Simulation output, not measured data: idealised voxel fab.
Process module name: voxel wiring stack
Pictured: cross-section cut, 180 nm wide, on a grid of 5 nm square cells.
Throughout this document, each cross-section is represented as a grid of square cells and is presented as a sequence of bands enumerated from the top downward, where a band comprises one or more rows of cells.
Band entry format. Leading values: height of top, height of bottom, nm. Remainder: materials in left-to-right order, each with its width in nm. Special words: "edge to edge" on a single material, which then fills the band edge to edge; "empty", empty space.
Where do heights start? At 0: under that level the wafer as delivered is made of one material only. And the lowest band has no floor; it just carries on downward, as in "z 0 and below".
Per-row width for "30->40": begins at first number (top row of band), ends at second number (bottom row), increment between rows held constant.
Given "no alteration" for a step, no cell of the cross-section differs between before and after that step.
Closed empty spaces (no open way to the top) of 8 cells or more are what "Enclosed void entries" lists, each as width x height at distance from the left edge, nm for all three.
Whatever follows a step's settings on its line is a remark the simulator itself makes about that step.
overlay nm: mask offset rightward from planned place, masked step; negative means leftward offset.

Here's what the planned process steps look like:
step 1: RECEIVE: material Si
step 2: CONFORMAL_DEP: material SiO2, thk nm 10
step 3: DIRECTIONAL_DEP: material TiN, thk nm 5
step 4: DIRECTIONAL_DEP: material W, thk nm 25
step 5: DIRECTIONAL_DEP: material aC, thk nm 10
step 6: PATTERN: tone cover, mask id METAL_1, material resist, width nm 25, pitch nm 45, thk nm 30, overlay nm 0
step 7: DIRECTIONAL_ETCH: etch materials aC, depth nm 10
step 8: STRIP: etch materials resist
step 9: DIRECTIONAL_ETCH: etch materials W, depth nm 25
step 10: DIRECTIONAL_ETCH: etch materials TiN, depth nm 5
step 11: STRIP: etch materials aC
step 12: CONFORMAL_DEP: material SiN, thk nm 5
step 13: FILL_DEP: material lowk, thk nm 10
step 14: CMP: height nm 40
step 15: CONFORMAL_DEP: material SiCN, thk nm 5
step 16: DIRECTIONAL_DEP: material lowk, thk nm 30
step 17: DIRECTIONAL_DEP: material aC, thk nm 15
step 18: PATTERN: tone open, mask id METAL_2_HOLES, material resist, width nm 15, pitch nm 45, thk nm 35, overlay nm 0
step 19: DIRECTIONAL_ETCH: etch materials aC, depth nm 15
step 20: STRIP: etch materials resist
step 21: DIRECTIONAL_ETCH: etch materials lowk, depth nm 30
step 22: STRIP: etch materials aC
step 23: DIRECTIONAL_DEP: material aC, thk nm 15
step 24: PATTERN: tone open, mask id METAL_2, material resist, width nm 25, pitch nm 45, thk nm 30, overlay nm 0
step 25: DIRECTIONAL_ETCH: etch materials aC, depth nm 15
step 26: STRIP: etch materials resist
step 27: DIRECTIONAL_ETCH: etch materials lowk, depth nm 20
step 28: DIRECTIONAL_ETCH: etch materials SiCN, depth nm 5
step 29: STRIP: etch materials aC
step 30: CONFORMAL_DEP: material TiN, thk nm 5
step 31: FILL_DEP: material Cu, thk nm 5
step 32: CMP: height nm 75
step 33: CONFORMAL_DEP: material SiCN, thk nm 5
step 34: DIRECTIONAL_DEP: material lowk, thk nm 25
step 35: DIRECTIONAL_DEP: material aC, thk nm 10
step 36: PATTERN: tone open, mask id METAL_3_HOLES, material resist, width nm 15, thk nm 25, overlay nm 0
step 37: DIRECTIONAL_ETCH: etch materials aC, depth nm 10
step 38: STRIP: etch materials resist
step 39: DIRECTIONAL_ETCH: etch materials lowk, depth nm 25
step 40: STRIP: etch materials aC
step 41: PATTERN: tone open, mask id METAL_3, material resist, width nm 25, pitch nm 45, thk nm 20, overlay nm 0
step 42: DIRECTIONAL_ETCH: etch materials lowk, depth nm 15
step 43: DIRECTIONAL_ETCH: etch materials SiCN, depth nm 5
step 44: STRIP: etch materials resist
step 45: CONFORMAL_DEP: material TiN, thk nm 5
step 46: FILL_DEP: material Cu, thk nm 10
step 47: CMP: height nm 105
step 48: CONFORMAL_DEP: material SiCN, thk nm 5
step 49: DIRECTIONAL_DEP: material SiO2, thk nm 25
step 50: MASKED_ETCH: tone open, mask id METAL_4_HOLES, width nm 15, etch materials SiO2, depth nm 25, overlay nm 0
step 51: DIRECTIONAL_DEP: material aC, thk nm 15
step 52: PATTERN: tone open, mask id METAL_4, material resist, width nm 25, pitch nm 45, thk nm 35, overlay nm 0
step 53: DIRECTIONAL_ETCH: etch materials aC, depth nm 15
step 54: STRIP: etch materials resist
step 55: DIRECTIONAL_ETCH: etch materials SiO2, depth nm 15
step 56: DIRECTIONAL_ETCH: etch materials SiCN, depth nm 5
step 57: STRIP: etch materials aC
step 58: CONFORMAL_DEP: material TiN, thk nm 5
step 59: FILL_DEP: material Cu, thk nm 5
step 60: CMP: height nm 135
step 61: CONFORMAL_DEP: material SiCN, thk nm 5

Wafer cross-section on receipt, i.e. after step 1:
- z 0 and below  Si edge to edge
- Enclosed void entries: none

Result of the module, cross-sectioned: start per above, plan per above, one error in how it was run:
- z 140 to 135  SiCN edge to edge
- z 135 to 125  SiO2: 55, then TiN: 5, then Cu: 15, then TiN: 5, then SiO2: 20, then TiN: 5, then Cu: 15, then TiN: 5, then SiO2: 55
- z 125 to 120  SiO2: 55, then TiN: 5, then Cu: 5, then TiN: 15, then SiO2: 20, then TiN: 25, then SiO2: 55
- z 120 to 110  SiO2: 55, then TiN: 5, then Cu: 5, then TiN: 5, then SiO2: 110
- z 110 to 105  SiCN: 55, then TiN: 15, then SiCN: 110
- z 105 to 95  lowk: 55, then TiN: 5, then Cu: 15, then TiN: 5, then lowk: 20, then TiN: 5, then Cu: 15, then TiN: 5, then lowk: 55
- z 95 to 90  lowk: 55, then TiN: 5, then Cu: 5, then TiN: 15, then lowk: 20, then TiN: 25, then lowk: 55
- z 90 to 80  lowk: 55, then TiN: 5, then Cu: 5, then TiN: 5, then lowk: 110
- z 80 to 75  SiCN: 55, then TiN: 15, then SiCN: 110
- z 75 to 60  lowk: 55, then TiN: 5, then Cu: 15, then TiN: 5, then lowk: 20, then TiN: 5, then Cu: 15, then TiN: 5, then lowk: 55
- z 60 to 55  lowk: 55, then TiN: 5, then Cu: 5, then TiN: 15, then lowk: 20, then TiN: 5, then Cu: 5, then TiN: 15, then lowk: 55
- z 55 to 45  lowk: 55, then TiN: 5, then Cu: 5, then TiN: 5, then lowk: 30, then TiN: 5, then Cu: 5, then TiN: 5, then lowk: 65
- z 45 to 40  SiCN: 55, then TiN: 15, then SiCN: 30, then TiN: 15, then SiCN: 65
- z 40 to 35  lowk edge to edge
- z 35 to 30  lowk: 50, then SiN: 35, then lowk: 10, then SiN: 35, then lowk: 50
- z 30 to 5  lowk: 50, then SiN: 5, then W: 25, then SiN: 5, then lowk: 10, then SiN: 5, then W: 25, then SiN: 5, then lowk: 50
- z 5 to 0  SiN: 55, then TiN: 25, then SiN: 20, then TiN: 25, then SiN: 55
- z 0 and below  Si edge to edge
- Enclosed void entries: none
Where did the run depart from the plan? step 2 in the plan did not get run; it was skipped
